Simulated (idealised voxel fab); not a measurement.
Process module in this document: voxel released beams
Section cut is 245 nm wide and gridded with 5 nm square cells.
How to read a cross-section here: the picture is a grid of square cells, written as bands going from the top down, and any band can span one or more rows of cells. Heights first: top, then bottom, in nm. Then materials, left to right, each with a width in nm. "all across" on a single material: fills the band edge to edge. "empty": empty space. Convention: height 0 is the level below which the wafer, as received, is all one material. The lowest band does not terminate at the bottom but continues downward, represented as "0..down". With a width like "30->40", each row of cells in the band differs from the next by the same amount, the top row carrying the first number and the bottom row the second. Where a step carries "same as before", the cross-section came out of it unchanged, cell for cell. Any empty space of 8 cells or more lacking an open way to the top shows up in "Closed void inventory" as width x height at distance, distance from the left edge, in nm. That trailing text on a step's line, after the settings, is the simulator's own remark on the step. A step's line can hold "overlay nm"; with a mask on that step, the setting says how far right of the planned place the mask lay, while a negative setting says it lay to the left. Guide to the pairs. Each holds a before and an after cross-section around one process step; the after cross-section is cut off at the lowest band that changed. Look under the pair for the step between them and its settings. Pairs can come from different runs of this module on the same starting wafer, so a pair follows on from the one above it only where its entry headed "Pre-process state" says it does.

Pre-process state:
> 0..down: Si all across
> Closed void inventory: none

After the Step:
> 10..0: Al2O3 all across
> All layers under 0 are left as they were.
> Closed void inventory: none
Which operation links the two cross-sections above? CONFORMAL_DEP | material Al2O3 | thk nm 10

Pre-process state: It is represented by the cross-section appearing after the step of the pair directly above.

After the Step:
> 20..10: SiO2 all across
> All layers under 10 are left as they were.
> Closed void inventory: none
Which operation links the two cross-sections above? DIRECTIONAL_DEP | material SiO2 | thk nm 10

Pre-process state: It is represented by the cross-section appearing after the step of the pair directly above.

After the Step:
> 30..20: aC all across
> All layers under 20 are left as they were.
> Closed void inventory: none
Which operation links the two cross-sections above? DIRECTIONAL_DEP | material aC | thk nm 10

Pre-process state: It is represented by the cross-section appearing after the step of the pair directly above.

After the Step:
> 55..30: 70 of resist, 35 of empty, 140 of resist
> All layers under 30 are left as they were.
> Closed void inventory: none
Which operation links the two cross-sections above? PATTERN | tone open | mask id ANCHOR | material resist | width nm 35 | thk nm 25 | overlay nm 0

Pre-process state: It is represented by the cross-section appearing after the step of the pair directly above.

After the Step:
> 45..30: 70 of resist, 35 of empty, 140 of resist
> 30..20: 70 of aC, 35 of empty, 140 of aC
> All layers under 20 are left as they were.
> Closed void inventory: none
Which operation links the two cross-sections above? DIRECTIONAL_ETCH | etch materials aC | depth nm 10

Pre-process state: It is represented by the cross-section appearing after the step of the pair directly above.

After the Step:
> 30..20: 70 of aC, 35 of empty, 140 of aC
> All layers under 20 are left as they were.
> Closed void inventory: none
Which operation links the two cross-sections above? STRIP | etch materials resist

Pre-process state: It is represented by the cross-section appearing after the step of the pair directly above.

After the Step:
> 30..20: 70 of aC, 35 of empty, 140 of aC
> 20..10: 70 of SiO2, 35 of empty, 140 of SiO2
> All layers under 10 are left as they were.
> Closed void inventory: none
Which operation links the two cross-sections above? DIRECTIONAL_ETCH | etch materials SiO2 | depth nm 10

Pre-process state: It is represented by the cross-section appearing after the step of the pair directly above.

After the Step:
> 20..10: 70 of SiO2, 35 of empty, 140 of SiO2
> All layers under 10 are left as they were.
> Closed void inventory: none
Which operation links the two cross-sections above? STRIP | etch materials aC

Pre-process state: It is represented by the cross-section appearing after the step of the pair directly above.

After the Step:
> 35..25: 85 of W, 5 of empty, 155 of W
> 25..20: W all across
> 20..10: 70 of SiO2, 35 of W, 140 of SiO2
> All layers under 10 are left as they were.
> Closed void inventory: none
Which operation links the two cross-sections above? CONFORMAL_DEP | material W | thk nm 15

Pre-process state: It is represented by the cross-section appearing after the step of the pair directly above.

After the Step:
> 50..40: 85 of aC, 5 of empty, 155 of aC
> 40..35: aC all across
> 35..25: 85 of W, 5 of aC, 155 of W
> All layers under 25 are left as they were.
> Closed void inventory: none
Which operation links the two cross-sections above? DIRECTIONAL_DEP | material aC | thk nm 15

Pre-process state: It is represented by the cross-section appearing after the step of the pair directly above.

After the Step:
> 80..50: 65 of empty, 105 of resist, 75 of empty
> 50..40: 85 of aC, 5 of resist, 155 of aC
> All layers under 40 are left as they were.
> Closed void inventory: none
Which operation links the two cross-sections above? PATTERN | tone cover | mask id BEAM | material resist | width nm 105 | thk nm 30 | overlay nm 0

Pre-process state: It is represented by the cross-section appearing after the step of the pair directly above.

After the Step:
> 65..50: 65 of empty, 105 of resist, 75 of empty
> 50..40: 65 of empty, 20 of aC, 5 of resist, 80 of aC, 75 of empty
> 40..35: 65 of empty, 105 of aC, 75 of empty
> All layers under 35 are left as they were.
> Closed void inventory: none
Which operation links the two cross-sections above? DIRECTIONAL_ETCH | etch materials aC | depth nm 15

Pre-process state: It is represented by the cross-section appearing after the step of the pair directly above.

After the Step:
> 50..40: 65 of empty, 20 of aC, 5 of empty, 80 of aC, 75 of empty
> All layers under 40 are left as they were.
> Closed void inventory: none
Which operation links the two cross-sections above? STRIP | etch materials resist

Pre-process state: It is represented by the cross-section appearing after the step of the pair directly above.

After the Step:
> 50..40: 65 of empty, 20 of aC, 5 of empty, 80 of aC, 75 of empty
> 40..35: 65 of empty, 105 of aC, 75 of empty
> 35..25: 65 of empty, 20 of W, 5 of aC, 80 of W, 75 of empty
> 25..20: 65 of empty, 105 of W, 75 of empty
> All layers under 20 are left as they were.
> Closed void inventory: none
Which operation links the two cross-sections above? DIRECTIONAL_ETCH | etch materials W | depth nm 15

Pre-process state: It is represented by the cross-section appearing after the step of the pair directly above.

After the Step:
> 35..25: 65 of empty, 20 of W, 5 of empty, 80 of W, 75 of empty
> All layers under 25 are left as they were.
> Closed void inventory: none
Which operation links the two cross-sections above? STRIP | etch materials aC

Pre-process state: It is represented by the cross-section appearing after the step of the pair directly above.

After the Step:
> 35..25: 65 of empty, 20 of W, 5 of empty, 80 of W, 75 of empty
> 25..20: 65 of empty, 105 of W, 75 of empty
> 20..10: 70 of empty, 35 of W, 140 of empty
> All layers under 10 are left as they were.
> Closed void inventory: none
Which operation links the two cross-sections above? STRIP | etch materials SiO2

Pre-process state:
> 0..down: Si all across
> Closed void inventory: none

After the Step:
> 10..0: SiO2 all across
> All layers under 0 are left as they were.
> Closed void inventory: none
Which operation links the two cross-sections above? DIRECTIONAL_DEP | material SiO2 | thk nm 10

Pre-process state: It is represented by the cross-section appearing after the step of the pair directly above.

After the Step:
> 20..10: aC all across
> All layers under 10 are left as they were.
> Closed void inventory: none
Which operation links the two cross-sections above? DIRECTIONAL_DEP | material aC | thk nm 10

Pre-process state: It is represented by the cross-section appearing after the step of the pair directly above.

After the Step:
> 45..20: 70 of resist, 35 of empty, 140 of resist
> All layers under 20 are left as they were.
> Closed void inventory: none
Which operation links the two cross-sections above? PATTERN | tone open | mask id ANCHOR | material resist | width nm 35 | thk nm 25 | overlay nm 0

Pre-process state: It is represented by the cross-section appearing after the step of the pair directly above.

After the Step:
> 35..20: 70 of resist, 35 of empty, 140 of resist
> 20..10: 70 of aC, 35 of empty, 140 of aC
> All layers under 10 are left as they were.
> Closed void inventory: none
Which operation links the two cross-sections above? DIRECTIONAL_ETCH | etch materials aC | depth nm 10

Pre-process state: It is represented by the cross-section appearing after the step of the pair directly above.

After the Step:
> 20..10: 70 of aC, 35 of empty, 140 of aC
> All layers under 10 are left as they were.
> Closed void inventory: none
Which operation links the two cross-sections above? STRIP | etch materials resist

Pre-process state: It is represented by the cross-section appearing after the step of the pair directly above.

After the Step:
> 20..10: 70 of aC, 35 of empty, 140 of aC
> 10..0: 70 of SiO2, 35 of empty, 140 of SiO2
> All layers under 0 are left as they were.
> Closed void inventory: none
Which operation links the two cross-sections above? DIRECTIONAL_ETCH | etch materials SiO2 | depth nm 10

Pre-process state: It is represented by the cross-section appearing after the step of the pair directly above.

After the Step:
> 10..0: 70 of SiO2, 35 of empty, 140 of SiO2
> All layers under 0 are left as they were.
> Closed void inventory: none
Which operation links the two cross-sections above? STRIP | etch materials aC

Pre-process state: It is represented by the cross-section appearing after the step of the pair directly above.

After the Step:
> 25..15: 85 of W, 5 of empty, 155 of W
> 15..10: W all across
> 10..0: 70 of SiO2, 35 of W, 140 of SiO2
> All layers under 0 are left as they were.
> Closed void inventory: none
Which operation links the two cross-sections above? CONFORMAL_DEP | material W | thk nm 15

Pre-process state: It is represented by the cross-section appearing after the step of the pair directly above.

After the Step:
> 40..30: 85 of aC, 5 of empty, 155 of aC
> 30..25: aC all across
> 25..15: 85 of W, 5 of aC, 155 of W
> All layers under 15 are left as they were.
> Closed void inventory: none
Which operation links the two cross-sections above? DIRECTIONAL_DEP | material aC | thk nm 15

Pre-process state: It is represented by the cross-section appearing after the step of the pair directly above.

After the Step:
> 70..40: 65 of empty, 105 of resist, 75 of empty
> 40..30: 85 of aC, 5 of resist, 155 of aC
> All layers under 30 are left as they were.
> Closed void inventory: none
Which operation links the two cross-sections above? PATTERN | tone cover | mask id BEAM | material resist | width nm 105 | thk nm 30 | overlay nm 0

Pre-process state: It is represented by the cross-section appearing after the step of the pair directly above.

After the Step:
> 55..40: 65 of empty, 105 of resist, 75 of empty
> 40..30: 65 of empty, 20 of aC, 5 of resist, 80 of aC, 75 of empty
> 30..25: 65 of empty, 105 of aC, 75 of empty
> All layers under 25 are left as they were.
> Closed void inventory: none
Which operation links the two cross-sections above? DIRECTIONAL_ETCH | etch materials aC | depth nm 15

Pre-process state: It is represented by the cross-section appearing after the step of the pair directly above.

After the Step:
> 40..30: 65 of empty, 20 of aC, 5 of empty, 80 of aC, 75 of empty
> All layers under 30 are left as they were.
> Closed void inventory: none
Which operation links the two cross-sections above? STRIP | etch materials resist

Pre-process state: It is represented by the cross-section appearing after the step of the pair directly above.

After the Step:
> 40..30: 65 of empty, 20 of aC, 5 of empty, 80 of aC, 75 of empty
> 30..25: 65 of empty, 105 of aC, 75 of empty
> 25..15: 65 of empty, 20 of W, 5 of aC, 80 of W, 75 of empty
> 15..10: 65 of empty, 105 of W, 75 of empty
> All layers under 10 are left as they were.
> Closed void inventory: none
Which operation links the two cross-sections above? DIRECTIONAL_ETCH | etch materials W | depth nm 15

Pre-process state: It is represented by the cross-section appearing after the step of the pair directly above.

After the Step:
> 25..15: 65 of empty, 20 of W, 5 of empty, 80 of W, 75 of empty
> All layers under 15 are left as they were.
> Closed void inventory: none
Which operation links the two cross-sections above? STRIP | etch materials aC

Pre-process state: It is represented by the cross-section appearing after the step of the pair directly above.

After the Step:
> 25..15: 65 of empty, 20 of W, 5 of empty, 80 of W, 75 of empty
> 15..10: 65 of empty, 105 of W, 75 of empty
> 10..0: 70 of empty, 35 of W, 140 of empty
> All layers under 0 are left as they were.
> Closed void inventory: none
Which operation links the two cross-sections above? STRIP | etch materials SiO2

Pre-process state:
> 35..25: 85 of W, 5 of empty, 155 of W
> 25..20: W all across
> 20..10: 70 of SiO2, 35 of W, 140 of SiO2
> 10..0: Al2O3 all across
> 0..down: Si all across
> Closed void inventory: none

After the Step:
> 50..20: W all across
> All layers under 20 are left as they were.
> Closed void inventory: none
Which operation links the two cross-sections above? CONFORMAL_DEP | material W | thk nm 15

Pre-process state: It is represented by the cross-section appearing after the step of the pair directly above.

After the Step:
> 65..50: aC all across
> All layers under 50 are left as they were.
> Closed void inventory: none
Which operation links the two cross-sections above? DIRECTIONAL_DEP | material aC | thk nm 15

Pre-process state: It is represented by the cross-section appearing after the step of the pair directly above.

After the Step:
> 95..65: 65 of empty, 105 of resist, 75 of empty
> All layers under 65 are left as they were.
> Closed void inventory: none
Which operation links the two cross-sections above? PATTERN | tone cover | mask id BEAM | material resist | width nm 105 | thk nm 30 | overlay nm 0

Pre-process state: It is represented by the cross-section appearing after the step of the pair directly above.

After the Step:
> 80..65: 65 of empty, 105 of resist, 75 of empty
> 65..50: 65 of empty, 105 of aC, 75 of empty
> All layers under 50 are left as they were.
> Closed void inventory: none
Which operation links the two cross-sections above? DIRECTIONAL_ETCH | etch materials aC | depth nm 15

Pre-process state: It is represented by the cross-section appearing after the step of the pair directly above.

After the Step:
> 65..50: 65 of empty, 105 of aC, 75 of empty
> All layers under 50 are left as they were.
> Closed void inventory: none
Which operation links the two cross-sections above? STRIP | etch materials resist

Pre-process state: It is represented by the cross-section appearing after the step of the pair directly above.

After the Step:
> 65..50: 65 of empty, 105 of aC, 75 of empty
> 50..35: 65 of empty, 105 of W, 75 of empty
> All layers under 35 are left as they were.
> Closed void inventory: none
Which operation links the two cross-sections above? DIRECTIONAL_ETCH | etch materials W | depth nm 15

Pre-process state: It is represented by the cross-section appearing after the step of the pair directly above.

After the Step:
> 50..35: 65 of empty, 105 of W, 75 of empty
> All layers under 35 are left as they were.
> Closed void inventory: none
Which operation links the two cross-sections above? STRIP | etch materials aC

Pre-process state:
> 10..0: SiO2 all across
> 0..down: Si all across
> Closed void inventory: none

After the Step:
> 20..10: Al2O3 all across
> All layers under 10 are left as they were.
> Closed void inventory: none
Which operation links the two cross-sections above? CONFORMAL_DEP | material Al2O3 | thk nm 10

Pre-process state: It is represented by the cross-section appearing after the step of the pair directly above.

After the Step:
> 30..20: aC all across
> All layers under 20 are left as they were.
> Closed void inventory: none
Which operation links the two cross-sections above? DIRECTIONAL_DEP | material aC | thk nm 10

Pre-process state: It is represented by the cross-section appearing after the step of the pair directly above.

After the Step:
> 55..30: 70 of resist, 35 of empty, 140 of resist
> All layers under 30 are left as they were.
> Closed void inventory: none
Which operation links the two cross-sections above? PATTERN | tone open | mask id ANCHOR | material resist | width nm 35 | thk nm 25 | overlay nm 0

Pre-process state: It is represented by the cross-section appearing after the step of the pair directly above.

After the Step:
> 45..30: 70 of resist, 35 of empty, 140 of resist
> 30..20: 70 of aC, 35 of empty, 140 of aC
> All layers under 20 are left as they were.
> Closed void inventory: none
Which operation links the two cross-sections above? DIRECTIONAL_ETCH | etch materials aC | depth nm 10

Pre-process state: It is represented by the cross-section appearing after the step of the pair directly above.

After the Step:
> 30..20: 70 of aC, 35 of empty, 140 of aC
> All layers under 20 are left as they were.
> Closed void inventory: none
Which operation links the two cross-sections above? STRIP | etch materials resist

Pre-process state: It is represented by the cross-section appearing after the step of the pair directly above.

After the Step:
> 20..10: Al2O3 all across
> All layers under 10 are left as they were.
> Closed void inventory: none
Which operation links the two cross-sections above? STRIP | etch materials aC

Pre-process state: It is represented by the cross-section appearing after the step of the pair directly above.

After the Step:
> 35..20: W all across
> All layers under 20 are left as they were.
> Closed void inventory: none
Which operation links the two cross-sections above? CONFORMAL_DEP | material W | thk nm 15

Pre-process state: It is represented by the cross-section appearing after the step of the pair directly above.

After the Step:
> 50..35: aC all across
> All layers under 35 are left as they were.
> Closed void inventory: none
Which operation links the two cross-sections above? DIRECTIONAL_DEP | material aC | thk nm 15

Pre-process state: It is represented by the cross-section appearing after the step of the pair directly above.

After the Step:
> 80..50: 65 of empty, 105 of resist, 75 of empty
> All layers under 50 are left as they were.
> Closed void inventory: none
Which operation links the two cross-sections above? PATTERN | tone cover | mask id BEAM | material resist | width nm 105 | thk nm 30 | overlay nm 0

Pre-process state: It is represented by the cross-section appearing after the step of the pair directly above.

After the Step:
> 65..50: 65 of empty, 105 of resist, 75 of empty
> 50..35: 65 of empty, 105 of aC, 75 of empty
> All layers under 35 are left as they were.
> Closed void inventory: none
Which operation links the two cross-sections above? DIRECTIONAL_ETCH | etch materials aC | depth nm 15

Pre-process state: It is represented by the cross-section appearing after the step of the pair directly above.

After the Step:
> 50..35: 65 of empty, 105 of aC, 75 of empty
> All layers under 35 are left as they were.
> Closed void inventory: none
Which operation links the two cross-sections above? STRIP | etch materials resist

Pre-process state: It is represented by the cross-section appearing after the step of the pair directly above.

After the Step:
> 50..35: 65 of empty, 105 of aC, 75 of empty
> 35..20: 65 of empty, 105 of W, 75 of empty
> All layers under 20 are left as they were.
> Closed void inventory: none
Which operation links the two cross-sections above? DIRECTIONAL_ETCH | etch materials W | depth nm 15

Pre-process state: It is represented by the cross-section appearing after the step of the pair directly above.

After the Step:
> 35..20: 65 of empty, 105 of W, 75 of empty
> All layers under 20 are left as they were.
> Closed void inventory: none
Which operation links the two cross-sections above? STRIP | etch materials aC

Pre-process state:
> 20..10: 70 of SiO2, 35 of empty, 140 of SiO2
> 10..0: Al2O3 all across
> 0..down: Si all across
> Closed void inventory: none

After the Step:
> 45..20: W all across
> 20..10: 70 of SiO2, 35 of W, 140 of SiO2
> All layers under 10 are left as they were.
> Closed void inventory: none
Which operation links the two cross-sections above? CONFORMAL_DEP | material W | thk nm 25

Pre-process state: It is represented by the cross-section appearing after the step of the pair directly above.

After the Step:
> 60..45: aC all across
> All layers under 45 are left as they were.
> Closed void inventory: none
Which operation links the two cross-sections above? DIRECTIONAL_DEP | material aC | thk nm 15

Pre-process state: It is represented by the cross-section appearing after the step of the pair directly above.

After the Step:
> 90..60: 65 of empty, 105 of resist, 75 of empty
> All layers under 60 are left as they were.
> Closed void inventory: none
Which operation links the two cross-sections above? PATTERN | tone cover | mask id BEAM | material resist | width nm 105 | thk nm 30 | overlay nm 0

Pre-process state: It is represented by the cross-section appearing after the step of the pair directly above.

After the Step:
> 75..60: 65 of empty, 105 of resist, 75 of empty
> 60..45: 65 of empty, 105 of aC, 75 of empty
> All layers under 45 are left as they were.
> Closed void inventory: none
Which operation links the two cross-sections above? DIRECTIONAL_ETCH | etch materials aC | depth nm 15

Pre-process state: It is represented by the cross-section appearing after the step of the pair directly above.

After the Step:
> 60..45: 65 of empty, 105 of aC, 75 of empty
> All layers under 45 are left as they were.
> Closed void inventory: none
Which operation links the two cross-sections above? STRIP | etch materials resist

Pre-process state: It is represented by the cross-section appearing after the step of the pair directly above.

After the Step:
> 60..45: 65 of empty, 105 of aC, 75 of empty
> 45..30: 65 of empty, 105 of W, 75 of empty
> All layers under 30 are left as they were.
> Closed void inventory: none
Which operation links the two cross-sections above? DIRECTIONAL_ETCH | etch materials W | depth nm 15

Pre-process state: It is represented by the cross-section appearing after the step of the pair directly above.

After the Step:
> 45..30: 65 of empty, 105 of W, 75 of empty
> All layers under 30 are left as they were.
> Closed void inventory: none
Which operation links the two cross-sections above? STRIP | etch materials aC

Pre-process state:
> 50..40: 85 of aC, 5 of empty, 155 of aC
> 40..35: aC all across
> 35..25: 85 of W, 5 of aC, 155 of W
> 25..20: W all across
> 20..10: 70 of SiO2, 35 of W, 140 of SiO2
> 10..0: Al2O3 all across
> 0..down: Si all across
> Closed void inventory: none

After the Step:
> 80..50: 70 of empty, 95 of resist, 80 of empty
> 50..40: 85 of aC, 5 of resist, 155 of aC
> All layers under 40 are left as they were.
> Closed void inventory: none
Which operation links the two cross-sections above? PATTERN | tone cover | mask id BEAM | material resist | width nm 95 | thk nm 30 | overlay nm 0

Pre-process state: It is represented by the cross-section appearing after the step of the pair directly above.

After the Step:
> 65..50: 70 of empty, 95 of resist, 80 of empty
> 50..40: 70 of empty, 15 of aC, 5 of resist, 75 of aC, 80 of empty
> 40..35: 70 of empty, 95 of aC, 80 of empty
> All layers under 35 are left as they were.
> Closed void inventory: none
Which operation links the two cross-sections above? DIRECTIONAL_ETCH | etch materials aC | depth nm 15

Pre-process state: It is represented by the cross-section appearing after the step of the pair directly above.

After the Step:
> 50..40: 70 of empty, 15 of aC, 5 of empty, 75 of aC, 80 of empty
> All layers under 40 are left as they were.
> Closed void inventory: none
Which operation links the two cross-sections above? STRIP | etch materials resist

Pre-process state: It is represented by the cross-section appearing after the step of the pair directly above.

After the Step:
> 50..40: 70 of empty, 15 of aC, 5 of empty, 75 of aC, 80 of empty
> 40..35: 70 of empty, 95 of aC, 80 of empty
> 35..25: 70 of empty, 15 of W, 5 of aC, 75 of W, 80 of empty
> 25..20: 70 of empty, 95 of W, 80 of empty
> All layers under 20 are left as they were.
> Closed void inventory: none
Which operation links the two cross-sections above? DIRECTIONAL_ETCH | etch materials W | depth nm 15

Pre-process state: It is represented by the cross-section appearing after the step of the pair directly above.

After the Step:
> 35..25: 70 of empty, 15 of W, 5 of empty, 75 of W, 80 of empty
> All layers under 25 are left as they were.
> Closed void inventory: none
Which operation links the two cross-sections above? STRIP | etch materials aC

Pre-process state: It is represented by the cross-section appearing after the step of the pair directly above.

After the Step:
> 35..25: 70 of empty, 15 of W, 5 of empty, 75 of W, 80 of empty
> 25..20: 70 of empty, 95 of W, 80 of empty
> 20..10: 70 of empty, 35 of W, 140 of empty
> All layers under 10 are left as they were.
> Closed void inventory: none
Which operation links the two cross-sections above? STRIP | etch materials SiO2

Pre-process state:
> 50..40: 85 of aC, 5 of empty, 155 of aC
> 40..35: aC all across
> 35..25: 85 of W, 5 of aC, 155 of W
> 25..20: W all across
> 20..10: 70 of SiO2, 35 of W, 140 of SiO2
> 10..0: Al2O3 all across
> 0..down: Si all across
> Closed void inventory: none

After the Step:
> 80..50: 55 of empty, 105 of resist, 85 of empty
> 50..40: 85 of aC, 5 of resist, 155 of aC
> All layers under 40 are left as they were.
> Closed void inventory: none
Which operation links the two cross-sections above? PATTERN | tone cover | mask id BEAM | material resist | width nm 105 | thk nm 30 | overlay nm -10

Pre-process state: It is represented by the cross-section appearing after the step of the pair directly above.

After the Step:
> 65..50: 55 of empty, 105 of resist, 85 of empty
> 50..40: 55 of empty, 30 of aC, 5 of resist, 70 of aC, 85 of empty
> 40..35: 55 of empty, 105 of aC, 85 of empty
> All layers under 35 are left as they were.
> Closed void inventory: none
Which operation links the two cross-sections above? DIRECTIONAL_ETCH | etch materials aC | depth nm 15

Pre-process state: It is represented by the cross-section appearing after the step of the pair directly above.

After the Step:
> 50..40: 55 of empty, 30 of aC, 5 of empty, 70 of aC, 85 of empty
> All layers under 40 are left as they were.
> Closed void inventory: none
Which operation links the two cross-sections above? STRIP | etch materials resist

Pre-process state: It is represented by the cross-section appearing after the step of the pair directly above.

After the Step:
> 50..40: 55 of empty, 30 of aC, 5 of empty, 70 of aC, 85 of empty
> 40..35: 55 of empty, 105 of aC, 85 of empty
> 35..25: 55 of empty, 30 of W, 5 of aC, 70 of W, 85 of empty
> 25..20: 55 of empty, 105 of W, 85 of empty
> All layers under 20 are left as they were.
> Closed void inventory: none
Which operation links the two cross-sections above? DIRECTIONAL_ETCH | etch materials W | depth nm 15

Pre-process state: It is represented by the cross-section appearing after the step of the pair directly above.

After the Step:
> 35..25: 55 of empty, 30 of W, 5 of empty, 70 of W, 85 of empty
> All layers under 25 are left as they were.
> Closed void inventory: none
Which operation links the two cross-sections above? STRIP | etch materials aC

Pre-process state: It is represented by the cross-section appearing after the step of the pair directly above.

After the Step:
> 35..25: 55 of empty, 30 of W, 5 of empty, 70 of W, 85 of empty
> 25..20: 55 of empty, 105 of W, 85 of empty
> 20..10: 70 of empty, 35 of W, 140 of empty
> All layers under 10 are left as they were.
> Closed void inventory: none
Which operation links the two cross-sections above? STRIP | etch materials SiO2

Pre-process state:
> 30..20: 70 of aC, 35 of empty, 140 of aC
> 20..10: 70 of SiO2, 35 of empty, 140 of SiO2
> 10..0: Al2O3 all across
> 0..down: Si all across
> Closed void inventory: none

After the Step:
> 0..down: Si all across
> Closed void inventory: none
Which operation links the two cross-sections above? STRIP | etch materials Al2O3

Pre-process state: It is represented by the cross-section appearing after the step of the pair directly above.

After the Step:
> 15..0: W all across
> All layers under 0 are left as they were.
> Closed void inventory: none
Which operation links the two cross-sections above? CONFORMAL_DEP | material W | thk nm 15

Pre-process state: It is represented by the cross-section appearing after the step of the pair directly above.

After the Step:
> 30..15: aC all across
> All layers under 15 are left as they were.
> Closed void inventory: none
Which operation links the two cross-sections above? DIRECTIONAL_DEP | material aC | thk nm 15

Pre-process state: It is represented by the cross-section appearing after the step of the pair directly above.

After the Step:
> 60..30: 65 of empty, 105 of resist, 75 of empty
> All layers under 30 are left as they were.
> Closed void inventory: none
Which operation links the two cross-sections above? PATTERN | tone cover | mask id BEAM | material resist | width nm 105 | thk nm 30 | overlay nm 0

Pre-process state: It is represented by the cross-section appearing after the step of the pair directly above.

After the Step:
> 45..30: 65 of empty, 105 of resist, 75 of empty
> 30..15: 65 of empty, 105 of aC, 75 of empty
> All layers under 15 are left as they were.
> Closed void inventory: none
Which operation links the two cross-sections above? DIRECTIONAL_ETCH | etch materials aC | depth nm 15

Pre-process state: It is represented by the cross-section appearing after the step of the pair directly above.

After the Step:
> 30..15: 65 of empty, 105 of aC, 75 of empty
> All layers under 15 are left as they were.
> Closed void inventory: none
Which operation links the two cross-sections above? STRIP | etch materials resist

Pre-process state: It is represented by the cross-section appearing after the step of the pair directly above.

After the Step:
> 30..15: 65 of empty, 105 of aC, 75 of empty
> 15..0: 65 of empty, 105 of W, 75 of empty
> All layers under 0 are left as they were.
> Closed void inventory: none
Which operation links the two cross-sections above? DIRECTIONAL_ETCH | etch materials W | depth nm 15

Pre-process state: It is represented by the cross-section appearing after the step of the pair directly above.

After the Step:
> 15..0: 65 of empty, 105 of W, 75 of empty
> All layers under 0 are left as they were.
> Closed void inventory: none
Which operation links the two cross-sections above? STRIP | etch materials aC

Pre-process state:
> 30..20: aC all across
> 20..10: SiO2 all across
> 10..0: Al2O3 all across
> 0..down: Si all across
> Closed void inventory: none

After the Step:
> 55..30: 70 of empty, 35 of resist, 140 of empty
> All layers under 30 are left as they were.
> Closed void inventory: none
Which operation links the two cross-sections above? PATTERN | tone cover | mask id ANCHOR | material resist | width nm 35 | thk nm 25 | overlay nm 0

Pre-process state: It is represented by the cross-section appearing after the step of the pair directly above.

After the Step:
> 45..30: 70 of empty, 35 of resist, 140 of empty
> 30..20: 70 of empty, 35 of aC, 140 of empty
> All layers under 20 are left as they were.
> Closed void inventory: none
Which operation links the two cross-sections above? DIRECTIONAL_ETCH | etch materials aC | depth nm 10

Pre-process state: It is represented by the cross-section appearing after the step of the pair directly above.

After the Step:
> 30..20: 70 of empty, 35 of aC, 140 of empty
> All layers under 20 are left as they were.
> Closed void inventory: none
Which operation links the two cross-sections above? STRIP | etch materials resist

Pre-process state: It is represented by the cross-section appearing after the step of the pair directly above.

After the Step:
> 30..20: 70 of empty, 35 of aC, 140 of empty
> 20..10: 70 of empty, 35 of SiO2, 140 of empty
> All layers under 10 are left as they were.
> Closed void inventory: none
Which operation links the two cross-sections above? DIRECTIONAL_ETCH | etch materials SiO2 | depth nm 10

Pre-process state: It is represented by the cross-section appearing after the step of the pair directly above.

After the Step:
> 20..10: 70 of empty, 35 of SiO2, 140 of empty
> All layers under 10 are left as they were.
> Closed void inventory: none
Which operation links the two cross-sections above? STRIP | etch materials aC

Pre-process state: It is represented by the cross-section appearing after the step of the pair directly above.

After the Step:
> 35..25: 55 of empty, 65 of W, 125 of empty
> 25..20: W all across
> 20..10: 70 of W, 35 of SiO2, 140 of W
> All layers under 10 are left as they were.
> Closed void inventory: none
Which operation links the two cross-sections above? CONFORMAL_DEP | material W | thk nm 15

Pre-process state: It is represented by the cross-section appearing after the step of the pair directly above.

After the Step:
> 50..40: 55 of empty, 65 of aC, 125 of empty
> 40..35: aC all across
> 35..25: 55 of aC, 65 of W, 125 of aC
> All layers under 25 are left as they were.
> Closed void inventory: none
Which operation links the two cross-sections above? DIRECTIONAL_DEP | material aC | thk nm 15

Pre-process state: It is represented by the cross-section appearing after the step of the pair directly above.

After the Step:
> 80..50: 65 of empty, 105 of resist, 75 of empty
> 50..40: 55 of empty, 65 of aC, 50 of resist, 75 of empty
> All layers under 40 are left as they were.
> Closed void inventory: none
Which operation links the two cross-sections above? PATTERN | tone cover | mask id BEAM | material resist | width nm 105 | thk nm 30 | overlay nm 0

Pre-process state: It is represented by the cross-section appearing after the step of the pair directly above.

After the Step:
> 65..50: 65 of empty, 105 of resist, 75 of empty
> 50..40: 65 of empty, 55 of aC, 50 of resist, 75 of empty
> 40..35: 65 of empty, 105 of aC, 75 of empty
> 35..25: 55 of empty, 65 of W, 50 of aC, 75 of empty
> All layers under 25 are left as they were.
> Closed void inventory: none
Which operation links the two cross-sections above? DIRECTIONAL_ETCH | etch materials aC | depth nm 15

Pre-process state: It is represented by the cross-section appearing after the step of the pair directly above.

After the Step:
> 50..40: 65 of empty, 55 of aC, 125 of empty
> All layers under 40 are left as they were.
> Closed void inventory: none
Which operation links the two cross-sections above? STRIP | etch materials resist

Pre-process state: It is represented by the cross-section appearing after the step of the pair directly above.

After the Step:
> 50..40: 65 of empty, 55 of aC, 125 of empty
> 40..35: 65 of empty, 105 of aC, 75 of empty
> 35..25: 65 of empty, 55 of W, 50 of aC, 75 of empty
> 25..20: 65 of empty, 105 of W, 75 of empty
> 20..10: 55 of empty, 15 of W, 35 of SiO2, 65 of W, 75 of empty
> All layers under 10 are left as they were.
> Closed void inventory: none
Which operation links the two cross-sections above? DIRECTIONAL_ETCH | etch materials W | depth nm 15

Pre-process state: It is represented by the cross-section appearing after the step of the pair directly above.

After the Step:
> 35..25: 65 of empty, 55 of W, 125 of empty
> All layers under 25 are left as they were.
> Closed void inventory: none
Which operation links the two cross-sections above? STRIP | etch materials aC
